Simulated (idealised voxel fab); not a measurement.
This section sets out a process module, namely voxel trench capacitor.
Cross-sectional view cut (width: 260 nm; square cell size: 5 nm).
Cross-section layout: square cells on a grid; listed as bands, top to bottom; a band spans one or more cell rows.
Each band's line starts with the height of the band's top and of its bottom, in nm. Then come its materials from left to right, each with its width in nm. One material with "everywhere" fills the band from edge to edge. "blank" is empty space.
Where do heights start? At 0: under that level the wafer as delivered is made of one material only. And the lowest band has no floor; it just carries on downward, as in "0 and below".
Think of "30..40" as a width that walks from the first number to the second as you go down the band, top row to bottom row, taking equal-sized steps from row to row.
When a step is marked "nothing different", none of the cells in the cross-section changed during that step.
Listed in "Voids, sealed": every empty space of 8 or more cells without an open way to the top. Form: width x height at distance, the distance being from the left edge, all in nm.
That trailing text on a step's line, after the settings, is the simulator's own remark on the step.
"overlay nm" on a masked step: distance the mask lay right of its planned place, negative for left.
Below you will find pairs of cross-sections. In each, one shows the wafer before one process step and the other after it, with the after view ending at the lowest band that changed. Under each pair is the step separating them, along with its settings. Do not assume the pairs form a chain: they can come from different runs of this module on the same starting wafer, and a pair continues from the pair above it only when its "Pre-step cross-section" entry says so.
-- Pre-step cross-section
  0 and below: Si everywhere
  Voids, sealed: none
-- Post-Process Section
  5 down to 0: SiN everywhere
  For the remainder of the cross-section, below 0, there is no change.
  Voids, sealed: none
The step occurring between the two cross-sections depicted above is identified as CONFORMAL_DEP (material SiN; thk nm 5)
Pre-step cross-section: The structure entering this step is exactly what the pair just above shows after its step.
-- Post-Process Section
  5 down to 0: 100 nm SiN | 15 nm blank | 25 nm SiN | 15 nm blank | 105 nm SiN
  For the remainder of the cross-section, below 0, there is no change.
  Voids, sealed: none
The step occurring between the two cross-sections depicted above is identified as MASKED_ETCH (tone open; mask id TRENCH; width nm 15; pitch nm 40; etch materials SiN; depth nm 5; overlay nm 0)
Pre-step cross-section: The structure entering this step is exactly what the pair just above shows after its step.
-- Post-Process Section
  5 down to 0: 100 nm SiN | 15 nm blank | 25 nm SiN | 15 nm blank | 105 nm SiN
  0 down to -40: 100 nm Si | 15 nm blank | 25 nm Si | 15 nm blank | 105 nm Si
  For the remainder of the cross-section, below -40, there is no change.
  Voids, sealed: none
The step occurring between the two cross-sections depicted above is identified as MASKED_ETCH (tone open; mask id TRENCH; width nm 15; pitch nm 40; etch materials Si; depth nm 40; overlay nm 0)
Pre-step cross-section: The structure entering this step is exactly what the pair just above shows after its step.
-- Post-Process Section
  10 down to 5: 105 nm Al2O3 | 5 nm blank | 35 nm Al2O3 | 5 nm blank | 110 nm Al2O3
  5 down to 0: 100 nm SiN | 5 nm Al2O3 | 5 nm blank | 5 nm Al2O3 | 25 nm SiN | 5 nm Al2O3 | 5 nm blank | 5 nm Al2O3 | 105 nm SiN
  0 down to -35: 100 nm Si | 5 nm Al2O3 | 5 nm blank | 5 nm Al2O3 | 25 nm Si | 5 nm Al2O3 | 5 nm blank | 5 nm Al2O3 | 105 nm Si
  -35 down to -40: 100 nm Si | 15 nm Al2O3 | 25 nm Si | 15 nm Al2O3 | 105 nm Si
  For the remainder of the cross-section, below -40, there is no change.
  Voids, sealed: none
The step occurring between the two cross-sections depicted above is identified as CONFORMAL_DEP (material Al2O3; thk nm 5)
Pre-step cross-section: The structure entering this step is exactly what the pair just above shows after its step.
-- Post-Process Section
  15 down to 10: polySi everywhere
  10 down to 5: 105 nm Al2O3 | 5 nm polySi | 35 nm Al2O3 | 5 nm polySi | 110 nm Al2O3
  5 down to 0: 100 nm SiN | 5 nm Al2O3 | 5 nm polySi | 5 nm Al2O3 | 25 nm SiN | 5 nm Al2O3 | 5 nm polySi | 5 nm Al2O3 | 105 nm SiN
  0 down to -35: 100 nm Si | 5 nm Al2O3 | 5 nm polySi | 5 nm Al2O3 | 25 nm Si | 5 nm Al2O3 | 5 nm polySi | 5 nm Al2O3 | 105 nm Si
  For the remainder of the cross-section, below -35, there is no change.
  Voids, sealed: none
The step occurring between the two cross-sections depicted above is identified as FILL_DEP (material polySi; thk nm 5)
Pre-step cross-section: The structure entering this step is exactly what the pair just above shows after its step.
-- Post-Process Section
  5 down to 0: 100 nm SiN | 5 nm Al2O3 | 5 nm polySi | 5 nm Al2O3 | 25 nm SiN | 5 nm Al2O3 | 5 nm polySi | 5 nm Al2O3 | 105 nm SiN
  For the remainder of the cross-section, below 0, there is no change.
  Voids, sealed: none
The step occurring between the two cross-sections depicted above is identified as CMP (height nm 5)
-- Pre-step cross-section
  0 and below: Si everywhere
  Voids, sealed: none
-- Post-Process Section
  0 down to -40: 100 nm Si | 15 nm blank | 25 nm Si | 15 nm blank | 105 nm Si
  For the remainder of the cross-section, below -40, there is no change.
  Voids, sealed: none
The step occurring between the two cross-sections depicted above is identified as MASKED_ETCH (tone open; mask id TRENCH; width nm 15; pitch nm 40; etch materials Si; depth nm 40; overlay nm 0)
Pre-step cross-section: The structure entering this step is exactly what the pair just above shows after its step.
-- Post-Process Section
  5 down to 0: 105 nm Al2O3 | 5 nm blank | 35 nm Al2O3 | 5 nm blank | 110 nm Al2O3
  0 down to -35: 100 nm Si | 5 nm Al2O3 | 5 nm blank | 5 nm Al2O3 | 25 nm Si | 5 nm Al2O3 | 5 nm blank | 5 nm Al2O3 | 105 nm Si
  -35 down to -40: 100 nm Si | 15 nm Al2O3 | 25 nm Si | 15 nm Al2O3 | 105 nm Si
  For the remainder of the cross-section, below -40, there is no change.
  Voids, sealed: none
The step occurring between the two cross-sections depicted above is identified as CONFORMAL_DEP (material Al2O3; thk nm 5)
Pre-step cross-section: The structure entering this step is exactly what the pair just above shows after its step.
-- Post-Process Section
  10 down to 5: polySi everywhere
  5 down to 0: 105 nm Al2O3 | 5 nm polySi | 35 nm Al2O3 | 5 nm polySi | 110 nm Al2O3
  0 down to -35: 100 nm Si | 5 nm Al2O3 | 5 nm polySi | 5 nm Al2O3 | 25 nm Si | 5 nm Al2O3 | 5 nm polySi | 5 nm Al2O3 | 105 nm Si
  For the remainder of the cross-section, below -35, there is no change.
  Voids, sealed: none
The step occurring between the two cross-sections depicted above is identified as FILL_DEP (material polySi; thk nm 5)
Pre-step cross-section: The structure entering this step is exactly what the pair just above shows after its step.
-- Post-Process Section
  5 down to 0: 105 nm Al2O3 | 5 nm polySi | 35 nm Al2O3 | 5 nm polySi | 110 nm Al2O3
  For the remainder of the cross-section, below 0, there is no change.
  Voids, sealed: none
The step occurring between the two cross-sections depicted above is identified as CMP (height nm 5)
-- Pre-step cross-section
  5 down to 0: 100 nm SiN | 15 nm blank | 25 nm SiN | 15 nm blank | 105 nm SiN
  0 and below: Si everywhere
  Voids, sealed: none
-- Post-Process Section
  5 down to 0: 100 nm SiN | 15 nm blank | 25 nm SiN | 15 nm blank | 105 nm SiN
  0 down to -35: 100 nm Si | 15 nm blank | 25 nm Si | 15 nm blank | 105 nm Si
  For the remainder of the cross-section, below -35, there is no change.
  Voids, sealed: none
The step occurring between the two cross-sections depicted above is identified as MASKED_ETCH (tone open; mask id TRENCH; width nm 15; pitch nm 40; etch materials Si; depth nm 35; overlay nm 0)
Pre-step cross-section: The structure entering this step is exactly what the pair just above shows after its step.
-- Post-Process Section
  10 down to 5: 105 nm Al2O3 | 5 nm blank | 35 nm Al2O3 | 5 nm blank | 110 nm Al2O3
  5 down to 0: 100 nm SiN | 5 nm Al2O3 | 5 nm blank | 5 nm Al2O3 | 25 nm SiN | 5 nm Al2O3 | 5 nm blank | 5 nm Al2O3 | 105 nm SiN
  0 down to -30: 100 nm Si | 5 nm Al2O3 | 5 nm blank | 5 nm Al2O3 | 25 nm Si | 5 nm Al2O3 | 5 nm blank | 5 nm Al2O3 | 105 nm Si
  -30 down to -35: 100 nm Si | 15 nm Al2O3 | 25 nm Si | 15 nm Al2O3 | 105 nm Si
  For the remainder of the cross-section, below -35, there is no change.
  Voids, sealed: none
The step occurring between the two cross-sections depicted above is identified as CONFORMAL_DEP (material Al2O3; thk nm 5)
Pre-step cross-section: The structure entering this step is exactly what the pair just above shows after its step.
-- Post-Process Section
  15 down to 10: polySi everywhere
  10 down to 5: 105 nm Al2O3 | 5 nm polySi | 35 nm Al2O3 | 5 nm polySi | 110 nm Al2O3
  5 down to 0: 100 nm SiN | 5 nm Al2O3 | 5 nm polySi | 5 nm Al2O3 | 25 nm SiN | 5 nm Al2O3 | 5 nm polySi | 5 nm Al2O3 | 105 nm SiN
  0 down to -30: 100 nm Si | 5 nm Al2O3 | 5 nm polySi | 5 nm Al2O3 | 25 nm Si | 5 nm Al2O3 | 5 nm polySi | 5 nm Al2O3 | 105 nm Si
  For the remainder of the cross-section, below -30, there is no change.
  Voids, sealed: none
The step occurring between the two cross-sections depicted above is identified as FILL_DEP (material polySi; thk nm 5)
Pre-step cross-section: The structure entering this step is exactly what the pair just above shows after its step.
-- Post-Process Section
  5 down to 0: 100 nm SiN | 5 nm Al2O3 | 5 nm polySi | 5 nm Al2O3 | 25 nm SiN | 5 nm Al2O3 | 5 nm polySi | 5 nm Al2O3 | 105 nm SiN
  For the remainder of the cross-section, below 0, there is no change.
  Voids, sealed: none
The step occurring between the two cross-sections depicted above is identified as CMP (height nm 5)
-- Pre-step cross-section
  5 down to 0: SiN everywhere
  0 and below: Si everywhere
  Voids, sealed: none
-- Post-Process Section
  5 down to 0: 100 nm SiN | 20 nm blank | 20 nm SiN | 20 nm blank | 100 nm SiN
  For the remainder of the cross-section, below 0, there is no change.
  Voids, sealed: none
The step occurring between the two cross-sections depicted above is identified as MASKED_ETCH (tone open; mask id TRENCH; width nm 20; pitch nm 40; etch materials SiN; depth nm 5; overlay nm 0)
Pre-step cross-section: The structure entering this step is exactly what the pair just above shows after its step.
-- Post-Process Section
  5 down to 0: 100 nm SiN | 20 nm blank | 20 nm SiN | 20 nm blank | 100 nm SiN
  0 down to -40: 100 nm Si | 15 nm blank | 25 nm Si | 15 nm blank | 105 nm Si
  For the remainder of the cross-section, below -40, there is no change.
  Voids, sealed: none
The step occurring between the two cross-sections depicted above is identified as MASKED_ETCH (tone open; mask id TRENCH; width nm 15; pitch nm 40; etch materials Si; depth nm 40; overlay nm 0)
Pre-step cross-section: The structure entering this step is exactly what the pair just above shows after its step.
-- Post-Process Section
  10 down to 5: 105 nm Al2O3 | 10 nm blank | 30 nm Al2O3 | 10 nm blank | 105 nm Al2O3
  5 down to 0: 100 nm SiN | 5 nm Al2O3 | 5 nm blank | 10 nm Al2O3 | 20 nm SiN | 5 nm Al2O3 | 5 nm blank | 10 nm Al2O3 | 100 nm SiN
  0 down to -35: 100 nm Si | 5 nm Al2O3 | 5 nm blank | 5 nm Al2O3 | 25 nm Si | 5 nm Al2O3 | 5 nm blank | 5 nm Al2O3 | 105 nm Si
  -35 down to -40: 100 nm Si | 15 nm Al2O3 | 25 nm Si | 15 nm Al2O3 | 105 nm Si
  For the remainder of the cross-section, below -40, there is no change.
  Voids, sealed: none
The step occurring between the two cross-sections depicted above is identified as CONFORMAL_DEP (material Al2O3; thk nm 5)
Pre-step cross-section: The structure entering this step is exactly what the pair just above shows after its step.
-- Post-Process Section
  15 down to 10: polySi everywhere
  10 down to 5: 105 nm Al2O3 | 10 nm polySi | 30 nm Al2O3 | 10 nm polySi | 105 nm Al2O3
  5 down to 0: 100 nm SiN | 5 nm Al2O3 | 5 nm polySi | 10 nm Al2O3 | 20 nm SiN | 5 nm Al2O3 | 5 nm polySi | 10 nm Al2O3 | 100 nm SiN
  0 down to -35: 100 nm Si | 5 nm Al2O3 | 5 nm polySi | 5 nm Al2O3 | 25 nm Si | 5 nm Al2O3 | 5 nm polySi | 5 nm Al2O3 | 105 nm Si
  For the remainder of the cross-section, below -35, there is no change.
  Voids, sealed: none
The step occurring between the two cross-sections depicted above is identified as FILL_DEP (material polySi; thk nm 5)
Pre-step cross-section: The structure entering this step is exactly what the pair just above shows after its step.
-- Post-Process Section
  5 down to 0: 100 nm SiN | 5 nm Al2O3 | 5 nm polySi | 10 nm Al2O3 | 20 nm SiN | 5 nm Al2O3 | 5 nm polySi | 10 nm Al2O3 | 100 nm SiN
  For the remainder of the cross-section, below 0, there is no change.
  Voids, sealed: none
The step occurring between the two cross-sections depicted above is identified as CMP (height nm 5)
-- Pre-step cross-section
  5 down to 0: 100 nm SiN | 15 nm blank | 25 nm SiN | 15 nm blank | 105 nm SiN
  0 and below: Si everywhere
  Voids, sealed: none
-- Post-Process Section
  5 down to 0: 100 nm SiN | 15 nm blank | 25 nm SiN | 15 nm blank | 105 nm SiN
  0 down to -40: 110 nm Si | 5 nm blank | 35 nm Si | 5 nm blank | 105 nm Si
  For the remainder of the cross-section, below -40, there is no change.
  Voids, sealed: none
The step occurring between the two cross-sections depicted above is identified as MASKED_ETCH (tone open; mask id TRENCH; width nm 15; pitch nm 40; etch materials Si; depth nm 40; overlay nm 10)
Pre-step cross-section: The structure entering this step is exactly what the pair just above shows after its step.
-- Post-Process Section
  10 down to 5: 105 nm Al2O3 | 5 nm blank | 35 nm Al2O3 | 5 nm blank | 110 nm Al2O3
  5 down to 0: 100 nm SiN | 15 nm Al2O3 | 25 nm SiN | 15 nm Al2O3 | 105 nm SiN
  0 down to -40: 110 nm Si | 5 nm Al2O3 | 35 nm Si | 5 nm Al2O3 | 105 nm Si
  For the remainder of the cross-section, below -40, there is no change.
  Voids, sealed: none
The step occurring between the two cross-sections depicted above is identified as CONFORMAL_DEP (material Al2O3; thk nm 5)
Pre-step cross-section: The structure entering this step is exactly what the pair just above shows after its step.
-- Post-Process Section
  15 down to 10: polySi everywhere
  10 down to 5: 105 nm Al2O3 | 5 nm polySi | 35 nm Al2O3 | 5 nm polySi | 110 nm Al2O3
  For the remainder of the cross-section, below 5, there is no change.
  Voids, sealed: none
The step occurring between the two cross-sections depicted above is identified as FILL_DEP (material polySi; thk nm 5)
Pre-step cross-section: The structure entering this step is exactly what the pair just above shows after its step.
-- Post-Process Section
  5 down to 0: 100 nm SiN | 15 nm Al2O3 | 25 nm SiN | 15 nm Al2O3 | 105 nm SiN
  For the remainder of the cross-section, below 0, there is no change.
  Voids, sealed: none
The step occurring between the two cross-sections depicted above is identified as CMP (height nm 5)
-- Pre-step cross-section
  10 down to 5: 105 nm Al2O3 | 5 nm blank | 35 nm Al2O3 | 5 nm blank | 110 nm Al2O3
  5 down to 0: 100 nm SiN | 5 nm Al2O3 | 5 nm blank | 5 nm Al2O3 | 25 nm SiN | 5 nm Al2O3 | 5 nm blank | 5 nm Al2O3 | 105 nm SiN
  0 down to -35: 100 nm Si | 5 nm Al2O3 | 5 nm blank | 5 nm Al2O3 | 25 nm Si | 5 nm Al2O3 | 5 nm blank | 5 nm Al2O3 | 105 nm Si
  -35 down to -40: 100 nm Si | 15 nm Al2O3 | 25 nm Si | 15 nm Al2O3 | 105 nm Si
  -40 and below: Si everywhere
  Voids, sealed: none
-- Post-Process Section
  15 down to 10: SiN everywhere
  10 down to 5: 105 nm Al2O3 | 5 nm SiN | 35 nm Al2O3 | 5 nm SiN | 110 nm Al2O3
  5 down to 0: 100 nm SiN | 5 nm Al2O3 | 5 nm SiN | 5 nm Al2O3 | 25 nm SiN | 5 nm Al2O3 | 5 nm SiN | 5 nm Al2O3 | 105 nm SiN
  0 down to -35: 100 nm Si | 5 nm Al2O3 | 5 nm SiN | 5 nm Al2O3 | 25 nm Si | 5 nm Al2O3 | 5 nm SiN | 5 nm Al2O3 | 105 nm Si
  For the remainder of the cross-section, below -35, there is no change.
  Voids, sealed: none
The step occurring between the two cross-sections depicted above is identified as FILL_DEP (material SiN; thk nm 5)
Pre-step cross-section: The structure entering this step is exactly what the pair just above shows after its step.
-- Post-Process Section
  5 down to 0: 100 nm SiN | 5 nm Al2O3 | 5 nm SiN | 5 nm Al2O3 | 25 nm SiN | 5 nm Al2O3 | 5 nm SiN | 5 nm Al2O3 | 105 nm SiN
  For the remainder of the cross-section, below 0, there is no change.
  Voids, sealed: none
The step occurring between the two cross-sections depicted above is identified as CMP (height nm 5)
-- Pre-step cross-section
  5 down to 0: SiN everywhere
  0 and below: Si everywhere
  Voids, sealed: none
-- Post-Process Section
  5 down to 0: 100 nm blank | 15 nm SiN | 25 nm blank | 15 nm SiN | 105 nm blank
  For the remainder of the cross-section, below 0, there is no change.
  Voids, sealed: none
The step occurring between the two cross-sections depicted above is identified as MASKED_ETCH (tone cover; mask id TRENCH; width nm 15; pitch nm 40; etch materials SiN; depth nm 5; overlay nm 0)
Pre-step cross-section: The structure entering this step is exactly what the pair just above shows after its step.
-- Post-Process Section
  10 down to 5: 95 nm blank | 25 nm Al2O3 | 15 nm blank | 25 nm Al2O3 | 100 nm blank
  5 down to 0: 100 nm Al2O3 | 15 nm SiN | 25 nm Al2O3 | 15 nm SiN | 105 nm Al2O3
  For the remainder of the cross-section, below 0, there is no change.
  Voids, sealed: none
The step occurring between the two cross-sections depicted above is identified as CONFORMAL_DEP (material Al2O3; thk nm 5)
Pre-step cross-section: The structure entering this step is exactly what the pair just above shows after its step.
-- Post-Process Section
  15 down to 10: polySi everywhere
  10 down to 5: 95 nm polySi | 25 nm Al2O3 | 15 nm polySi | 25 nm Al2O3 | 100 nm polySi
  For the remainder of the cross-section, below 5, there is no change.
  Voids, sealed: none
The step occurring between the two cross-sections depicted above is identified as FILL_DEP (material polySi; thk nm 5)
Pre-step cross-section: The structure entering this step is exactly what the pair just above shows after its step.
-- Post-Process Section
  5 down to 0: 100 nm Al2O3 | 15 nm SiN | 25 nm Al2O3 | 15 nm SiN | 105 nm Al2O3
  For the remainder of the cross-section, below 0, there is no change.
  Voids, sealed: none
The step occurring between the two cross-sections depicted above is identified as CMP (height nm 5)
